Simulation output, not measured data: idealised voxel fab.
The document below concerns the process module designated voxel wiring stack.
280 nm wide, 5 nm square cells: that's cross-section cut.
Just so we're on the same page, the cross-sections are grids of square cells, and they're listed out in bands top to bottom, each band one or more rows deep. First you get the band's top height and its bottom height, in nm, and then the materials it's made of, left to right, with each width in nm. If you see a single material with "all across", that one covers the band edge to edge. "air" is empty space. Measure heights from 0. That's the level where, below it, the as-received wafer is all one material. The lowest band is bottomless and extends downward; write it as in "top 0, no bottom". You'd read "30 to 40" like this: the band's top row of cells is as wide as the first number, its bottom row is as wide as the second, and going down, every row changes width by the same amount as the row before did. No cell of the cross-section changed in a step that is given as "nothing altered". "Closed cavities" enumerates empty spaces isolated from the top, with no open way to it, that contain at least 8 cells, giving each as width x height at distance from the left edge, all three in nm. That trailing text on a step's line, after the settings, is the simulator's own remark on the step. What "overlay nm" on a step's line means: if the step has a mask, that mask lay this far to the right of its planned place, or, when the value is negative, to the left.

# The planned process steps are enumerated hereunder
1 RECEIVE | material Si
2 CONFORMAL_DEP | material SiO2 | thk nm 15
3 CONFORMAL_DEP | material SiN | thk nm 5
4 DIRECTIONAL_DEP | material lowk | thk nm 20
5 DIRECTIONAL_DEP | material aC | thk nm 10
6 PATTERN | tone open | mask id METAL_1 | material resist | width nm 25 | pitch nm 45 | thk nm 25 | overlay nm 0
7 DIRECTIONAL_ETCH | etch materials aC | depth nm 10
8 STRIP | etch materials resist
9 DIRECTIONAL_ETCH | etch materials lowk | depth nm 20
10 DIRECTIONAL_ETCH | etch materials SiN | depth nm 5
11 STRIP | etch materials aC
12 CONFORMAL_DEP | material TiN | thk nm 5
13 FILL_DEP | material Ru | thk nm 5
14 CMP | height nm 40
15 CONFORMAL_DEP | material SiCN | thk nm 5
16 DIRECTIONAL_DEP | material lowk | thk nm 10
17 MASKED_ETCH | tone open | mask id PLUG_1 | width nm 15 | pitch nm 45 | etch materials lowk | depth nm 10 | overlay nm 0
18 MASKED_ETCH | tone open | mask id PLUG_1 | width nm 15 | pitch nm 45 | etch materials SiCN | depth nm 5 | overlay nm 0
19 EPI | material Ru | thk nm 10
20 EPI | material Ru | thk nm 5
21 CONFORMAL_DEP | material SiN | thk nm 5
22 DIRECTIONAL_DEP | material SiO2 | thk nm 15
23 PATTERN | tone open | mask id METAL_2 | material resist | width nm 25 | pitch nm 45 | thk nm 20 | overlay nm 0
24 DIRECTIONAL_ETCH | etch materials SiO2 | depth nm 15
25 DIRECTIONAL_ETCH | etch materials SiN | depth nm 5
26 STRIP | etch materials resist
27 CONFORMAL_DEP | material TiN | thk nm 5
28 FILL_DEP | material Cu | thk nm 5
29 CMP | height nm 75
30 CONFORMAL_DEP | material SiN | thk nm 5

# First wafer of two (run as planned)

# Delivered wafer in cross-section: state after step 1
  top 0, no bottom  Si all across
  Closed cavities: none

# Upon completion of step 2, the wafer appears in cross-section as shown
  top 15, bottom 0  SiO2 all across
  At heights below 0, the structure remains unaltered.

# Upon completion of step 3, the wafer appears in cross-section as shown
  top 20, bottom 15  SiN all across
  At heights below 15, the structure remains unaltered.

# Upon completion of step 4, the wafer appears in cross-section as shown
  top 40, bottom 20  lowk all across
  At heights below 20, the structure remains unaltered.

# Upon completion of step 5, the wafer appears in cross-section as shown
  top 50, bottom 40  aC all across
  At heights below 40, the structure remains unaltered.

# Upon completion of step 6, the wafer appears in cross-section as shown
  top 75, bottom 50  80 nm resist | 25 nm air | 20 nm resist | 25 nm air | 20 nm resist | 25 nm air | 85 nm resist
  At heights below 50, the structure remains unaltered.

# Upon completion of step 7, the wafer appears in cross-section as shown
  top 65, bottom 50  80 nm resist | 25 nm air | 20 nm resist | 25 nm air | 20 nm resist | 25 nm air | 85 nm resist
  top 50, bottom 40  80 nm aC | 25 nm air | 20 nm aC | 25 nm air | 20 nm aC | 25 nm air | 85 nm aC
  At heights below 40, the structure remains unaltered.

# Upon completion of step 8, the wafer appears in cross-section as shown
  top 50, bottom 40  80 nm aC | 25 nm air | 20 nm aC | 25 nm air | 20 nm aC | 25 nm air | 85 nm aC
  At heights below 40, the structure remains unaltered.

# Upon completion of step 9, the wafer appears in cross-section as shown
  top 50, bottom 40  80 nm aC | 25 nm air | 20 nm aC | 25 nm air | 20 nm aC | 25 nm air | 85 nm aC
  top 40, bottom 20  80 nm lowk | 25 nm air | 20 nm lowk | 25 nm air | 20 nm lowk | 25 nm air | 85 nm lowk
  At heights below 20, the structure remains unaltered.

# Upon completion of step 10, the wafer appears in cross-section as shown
  top 50, bottom 40  80 nm aC | 25 nm air | 20 nm aC | 25 nm air | 20 nm aC | 25 nm air | 85 nm aC
  top 40, bottom 20  80 nm lowk | 25 nm air | 20 nm lowk | 25 nm air | 20 nm lowk | 25 nm air | 85 nm lowk
  top 20, bottom 15  80 nm SiN | 25 nm air | 20 nm SiN | 25 nm air | 20 nm SiN | 25 nm air | 85 nm SiN
  At heights below 15, the structure remains unaltered.

# Upon completion of step 11, the wafer appears in cross-section as shown
  top 40, bottom 20  80 nm lowk | 25 nm air | 20 nm lowk | 25 nm air | 20 nm lowk | 25 nm air | 85 nm lowk
  At heights below 20, the structure remains unaltered.

# Upon completion of step 12, the wafer appears in cross-section as shown
  top 45, bottom 40  85 nm TiN | 15 nm air | 30 nm TiN | 15 nm air | 30 nm TiN | 15 nm air | 90 nm TiN
  top 40, bottom 20  80 nm lowk | 5 nm TiN | 15 nm air | 5 nm TiN | 20 nm lowk | 5 nm TiN | 15 nm air | 5 nm TiN | 20 nm lowk | 5 nm TiN | 15 nm air | 5 nm TiN | 85 nm lowk
  top 20, bottom 15  80 nm SiN | 25 nm TiN | 20 nm SiN | 25 nm TiN | 20 nm SiN | 25 nm TiN | 85 nm SiN
  At heights below 15, the structure remains unaltered.

# Upon completion of step 13, the wafer appears in cross-section as shown
  top 50, bottom 45  Ru all across
  top 45, bottom 40  85 nm TiN | 15 nm Ru | 30 nm TiN | 15 nm Ru | 30 nm TiN | 15 nm Ru | 90 nm TiN
  top 40, bottom 20  80 nm lowk | 5 nm TiN | 15 nm Ru | 5 nm TiN | 20 nm lowk | 5 nm TiN | 15 nm Ru | 5 nm TiN | 20 nm lowk | 5 nm TiN | 15 nm Ru | 5 nm TiN | 85 nm lowk
  At heights below 20, the structure remains unaltered.

# Upon completion of step 14, the wafer appears in cross-section as shown
  top 40, bottom 20  80 nm lowk | 5 nm TiN | 15 nm Ru | 5 nm TiN | 20 nm lowk | 5 nm TiN | 15 nm Ru | 5 nm TiN | 20 nm lowk | 5 nm TiN | 15 nm Ru | 5 nm TiN | 85 nm lowk
  At heights below 20, the structure remains unaltered.

# Upon completion of step 15, the wafer appears in cross-section as shown
  top 45, bottom 40  SiCN all across
  At heights below 40, the structure remains unaltered.

# Upon completion of step 16, the wafer appears in cross-section as shown
  top 55, bottom 45  lowk all across
  At heights below 45, the structure remains unaltered.

# Upon completion of step 17, the wafer appears in cross-section as shown
  top 55, bottom 45  80 nm lowk | 15 nm air | 30 nm lowk | 15 nm air | 30 nm lowk | 15 nm air | 95 nm lowk
  At heights below 45, the structure remains unaltered.

# Upon completion of step 18, the wafer appears in cross-section as shown
  top 55, bottom 45  80 nm lowk | 15 nm air | 30 nm lowk | 15 nm air | 30 nm lowk | 15 nm air | 95 nm lowk
  top 45, bottom 40  80 nm SiCN | 15 nm air | 30 nm SiCN | 15 nm air | 30 nm SiCN | 15 nm air | 95 nm SiCN
  At heights below 40, the structure remains unaltered.

# Upon completion of step 19, the wafer appears in cross-section as shown
  top 55, bottom 50  80 nm lowk | 15 nm air | 30 nm lowk | 15 nm air | 30 nm lowk | 15 nm air | 95 nm lowk
  top 50, bottom 45  80 nm lowk | 15 nm Ru | 30 nm lowk | 15 nm Ru | 30 nm lowk | 15 nm Ru | 95 nm lowk
  top 45, bottom 40  80 nm SiCN | 15 nm Ru | 30 nm SiCN | 15 nm Ru | 30 nm SiCN | 15 nm Ru | 95 nm SiCN
  At heights below 40, the structure remains unaltered.

# Upon completion of step 20, the wafer appears in cross-section as shown
  top 55, bottom 45  80 nm lowk | 15 nm Ru | 30 nm lowk | 15 nm Ru | 30 nm lowk | 15 nm Ru | 95 nm lowk
  At heights below 45, the structure remains unaltered.

# Upon completion of step 21, the wafer appears in cross-section as shown
  top 60, bottom 55  SiN all across
  At heights below 55, the structure remains unaltered.

# Upon completion of step 22, the wafer appears in cross-section as shown
  top 75, bottom 60  SiO2 all across
  At heights below 60, the structure remains unaltered.

# Upon completion of step 23, the wafer appears in cross-section as shown
  top 95, bottom 75  80 nm resist | 25 nm air | 20 nm resist | 25 nm air | 20 nm resist | 25 nm air | 85 nm resist
  At heights below 75, the structure remains unaltered.

# Upon completion of step 24, the wafer appears in cross-section as shown
  top 95, bottom 75  80 nm resist | 25 nm air | 20 nm resist | 25 nm air | 20 nm resist | 25 nm air | 85 nm resist
  top 75, bottom 60  80 nm SiO2 | 25 nm air | 20 nm SiO2 | 25 nm air | 20 nm SiO2 | 25 nm air | 85 nm SiO2
  At heights below 60, the structure remains unaltered.

# Upon completion of step 25, the wafer appears in cross-section as shown
  top 95, bottom 75  80 nm resist | 25 nm air | 20 nm resist | 25 nm air | 20 nm resist | 25 nm air | 85 nm resist
  top 75, bottom 60  80 nm SiO2 | 25 nm air | 20 nm SiO2 | 25 nm air | 20 nm SiO2 | 25 nm air | 85 nm SiO2
  top 60, bottom 55  80 nm SiN | 25 nm air | 20 nm SiN | 25 nm air | 20 nm SiN | 25 nm air | 85 nm SiN
  At heights below 55, the structure remains unaltered.

# Upon completion of step 26, the wafer appears in cross-section as shown
  top 75, bottom 60  80 nm SiO2 | 25 nm air | 20 nm SiO2 | 25 nm air | 20 nm SiO2 | 25 nm air | 85 nm SiO2
  At heights below 60, the structure remains unaltered.

# Upon completion of step 27, the wafer appears in cross-section as shown
  top 80, bottom 75  85 nm TiN | 15 nm air | 30 nm TiN | 15 nm air | 30 nm TiN | 15 nm air | 90 nm TiN
  top 75, bottom 60  80 nm SiO2 | 5 nm TiN | 15 nm air | 5 nm TiN | 20 nm SiO2 | 5 nm TiN | 15 nm air | 5 nm TiN | 20 nm SiO2 | 5 nm TiN | 15 nm air | 5 nm TiN | 85 nm SiO2
  top 60, bottom 55  80 nm SiN | 25 nm TiN | 20 nm SiN | 25 nm TiN | 20 nm SiN | 25 nm TiN | 85 nm SiN
  At heights below 55, the structure remains unaltered.

# Upon completion of step 28, the wafer appears in cross-section as shown
  top 85, bottom 80  Cu all across
  top 80, bottom 75  85 nm TiN | 15 nm Cu | 30 nm TiN | 15 nm Cu | 30 nm TiN | 15 nm Cu | 90 nm TiN
  top 75, bottom 60  80 nm SiO2 | 5 nm TiN | 15 nm Cu | 5 nm TiN | 20 nm SiO2 | 5 nm TiN | 15 nm Cu | 5 nm TiN | 20 nm SiO2 | 5 nm TiN | 15 nm Cu | 5 nm TiN | 85 nm SiO2
  At heights below 60, the structure remains unaltered.

# Upon completion of step 29, the wafer appears in cross-section as shown
  top 75, bottom 60  80 nm SiO2 | 5 nm TiN | 15 nm Cu | 5 nm TiN | 20 nm SiO2 | 5 nm TiN | 15 nm Cu | 5 nm TiN | 20 nm SiO2 | 5 nm TiN | 15 nm Cu | 5 nm TiN | 85 nm SiO2
  At heights below 60, the structure remains unaltered.

# Upon completion of step 30, the wafer appears in cross-section as shown
  top 80, bottom 75  SiN all across
  At heights below 75, the structure remains unaltered.

# Second Wafer (Identical Start and Plan, One Processing Error; Matches First Wafer Through Step 18)

# Second wafer shown in cross-section at the time step 19 was slated to end
  top 60, bottom 55  75 nm air | 25 nm Ru | 20 nm air | 25 nm Ru | 20 nm air | 25 nm Ru | 90 nm air
  top 55, bottom 45  80 nm lowk | 15 nm Ru | 30 nm lowk | 15 nm Ru | 30 nm lowk | 15 nm Ru | 95 nm lowk
  top 45, bottom 40  80 nm SiCN | 15 nm Ru | 30 nm SiCN | 15 nm Ru | 30 nm SiCN | 15 nm Ru | 95 nm SiCN
  At heights below 40, the structure remains unaltered.

# Second wafer shown in cross-section at the time step 20 was slated to end
  top 65, bottom 55  70 nm air | 35 nm Ru | 10 nm air | 35 nm Ru | 10 nm air | 35 nm Ru | 85 nm air
  At heights below 55, the structure remains unaltered.

# Second wafer shown in cross-section at the time step 21 was slated to end
  top 70, bottom 65  65 nm air | 135 nm SiN | 80 nm air
  top 65, bottom 60  65 nm air | 5 nm SiN | 35 nm Ru | 10 nm SiN | 35 nm Ru | 10 nm SiN | 35 nm Ru | 5 nm SiN | 80 nm air
  top 60, bottom 55  70 nm SiN | 35 nm Ru | 10 nm SiN | 35 nm Ru | 10 nm SiN | 35 nm Ru | 85 nm SiN
  At heights below 55, the structure remains unaltered.

# Second wafer shown in cross-section at the time step 22 was slated to end
  top 85, bottom 75  65 nm air | 135 nm SiO2 | 80 nm air
  top 75, bottom 70  SiO2 all across
  top 70, bottom 65  65 nm SiO2 | 135 nm SiN | 80 nm SiO2
  top 65, bottom 60  65 nm SiO2 | 5 nm SiN | 35 nm Ru | 10 nm SiN | 35 nm Ru | 10 nm SiN | 35 nm Ru | 5 nm SiN | 80 nm SiO2
  At heights below 60, the structure remains unaltered.

# Second wafer shown in cross-section at the time step 23 was slated to end
  top 105, bottom 85  80 nm resist | 25 nm air | 20 nm resist | 25 nm air | 20 nm resist | 25 nm air | 85 nm resist
  top 85, bottom 75  65 nm resist | 135 nm SiO2 | 80 nm resist
  At heights below 75, the structure remains unaltered.

# Second wafer shown in cross-section at the time step 24 was slated to end
  top 105, bottom 85  80 nm resist | 25 nm air | 20 nm resist | 25 nm air | 20 nm resist | 25 nm air | 85 nm resist
  top 85, bottom 75  65 nm resist | 15 nm SiO2 | 25 nm air | 20 nm SiO2 | 25 nm air | 20 nm SiO2 | 25 nm air | 5 nm SiO2 | 80 nm resist
  top 75, bottom 70  80 nm SiO2 | 25 nm air | 20 nm SiO2 | 25 nm air | 20 nm SiO2 | 25 nm air | 85 nm SiO2
  At heights below 70, the structure remains unaltered.

# Second wafer shown in cross-section at the time step 25 was slated to end
  top 105, bottom 85  80 nm resist | 25 nm air | 20 nm resist | 25 nm air | 20 nm resist | 25 nm air | 85 nm resist
  top 85, bottom 75  65 nm resist | 15 nm SiO2 | 25 nm air | 20 nm SiO2 | 25 nm air | 20 nm SiO2 | 25 nm air | 5 nm SiO2 | 80 nm resist
  top 75, bottom 70  80 nm SiO2 | 25 nm air | 20 nm SiO2 | 25 nm air | 20 nm SiO2 | 25 nm air | 85 nm SiO2
  top 70, bottom 65  65 nm SiO2 | 15 nm SiN | 25 nm air | 20 nm SiN | 25 nm air | 20 nm SiN | 25 nm air | 5 nm SiN | 80 nm SiO2
  At heights below 65, the structure remains unaltered.

# Second wafer shown in cross-section at the time step 26 was slated to end
  top 85, bottom 75  65 nm air | 15 nm SiO2 | 25 nm air | 20 nm SiO2 | 25 nm air | 20 nm SiO2 | 25 nm air | 5 nm SiO2 | 80 nm air
  At heights below 75, the structure remains unaltered.

# Second wafer shown in cross-section at the time step 27 was slated to end
  top 90, bottom 85  60 nm air | 25 nm TiN | 15 nm air | 30 nm TiN | 15 nm air | 30 nm TiN | 15 nm air | 15 nm TiN | 75 nm air
  top 85, bottom 80  60 nm air | 5 nm TiN | 15 nm SiO2 | 5 nm TiN | 15 nm air | 5 nm TiN | 20 nm SiO2 | 5 nm TiN | 15 nm air | 5 nm TiN | 20 nm SiO2 | 5 nm TiN | 15 nm air | 5 nm TiN | 5 nm SiO2 | 5 nm TiN | 75 nm air
  top 80, bottom 75  65 nm TiN | 15 nm SiO2 | 5 nm TiN | 15 nm air | 5 nm TiN | 20 nm SiO2 | 5 nm TiN | 15 nm air | 5 nm TiN | 20 nm SiO2 | 5 nm TiN | 15 nm air | 5 nm TiN | 5 nm SiO2 | 80 nm TiN
  top 75, bottom 70  80 nm SiO2 | 5 nm TiN | 15 nm air | 5 nm TiN | 20 nm SiO2 | 5 nm TiN | 15 nm air | 5 nm TiN | 20 nm SiO2 | 5 nm TiN | 15 nm air | 5 nm TiN | 85 nm SiO2
  top 70, bottom 65  65 nm SiO2 | 15 nm SiN | 25 nm TiN | 20 nm SiN | 25 nm TiN | 20 nm SiN | 25 nm TiN | 5 nm SiN | 80 nm SiO2
  At heights below 65, the structure remains unaltered.

# Second wafer shown in cross-section at the time step 28 was slated to end
  top 95, bottom 90  Cu all across
  top 90, bottom 85  60 nm Cu | 25 nm TiN | 15 nm Cu | 30 nm TiN | 15 nm Cu | 30 nm TiN | 15 nm Cu | 15 nm TiN | 75 nm Cu
  top 85, bottom 80  60 nm Cu | 5 nm TiN | 15 nm SiO2 | 5 nm TiN | 15 nm Cu | 5 nm TiN | 20 nm SiO2 | 5 nm TiN | 15 nm Cu | 5 nm TiN | 20 nm SiO2 | 5 nm TiN | 15 nm Cu | 5 nm TiN | 5 nm SiO2 | 5 nm TiN | 75 nm Cu
  top 80, bottom 75  65 nm TiN | 15 nm SiO2 | 5 nm TiN | 15 nm Cu | 5 nm TiN | 20 nm SiO2 | 5 nm TiN | 15 nm Cu | 5 nm TiN | 20 nm SiO2 | 5 nm TiN | 15 nm Cu | 5 nm TiN | 5 nm SiO2 | 80 nm TiN
  top 75, bottom 70  80 nm SiO2 | 5 nm TiN | 15 nm Cu | 5 nm TiN | 20 nm SiO2 | 5 nm TiN | 15 nm Cu | 5 nm TiN | 20 nm SiO2 | 5 nm TiN | 15 nm Cu | 5 nm TiN | 85 nm SiO2
  At heights below 70, the structure remains unaltered.

# Second wafer shown in cross-section at the time step 29 was slated to end
  top 75, bottom 70  80 nm SiO2 | 5 nm TiN | 15 nm Cu | 5 nm TiN | 20 nm SiO2 | 5 nm TiN | 15 nm Cu | 5 nm TiN | 20 nm SiO2 | 5 nm TiN | 15 nm Cu | 5 nm TiN | 85 nm SiO2
  At heights below 70, the structure remains unaltered.

# Second wafer shown in cross-section at the time step 30 was slated to end
  top 80, bottom 75  SiN all across
  At heights below 75, the structure remains unaltered.
Short version of what went wrong: step 19 was run twice
End check, counted in cells, second wafer has more or fewer of these materials than the first: 18 fewer of Cu; 42 more of Ru; 12 more of SiN; 24 fewer of SiO2; 12 fewer of TiN
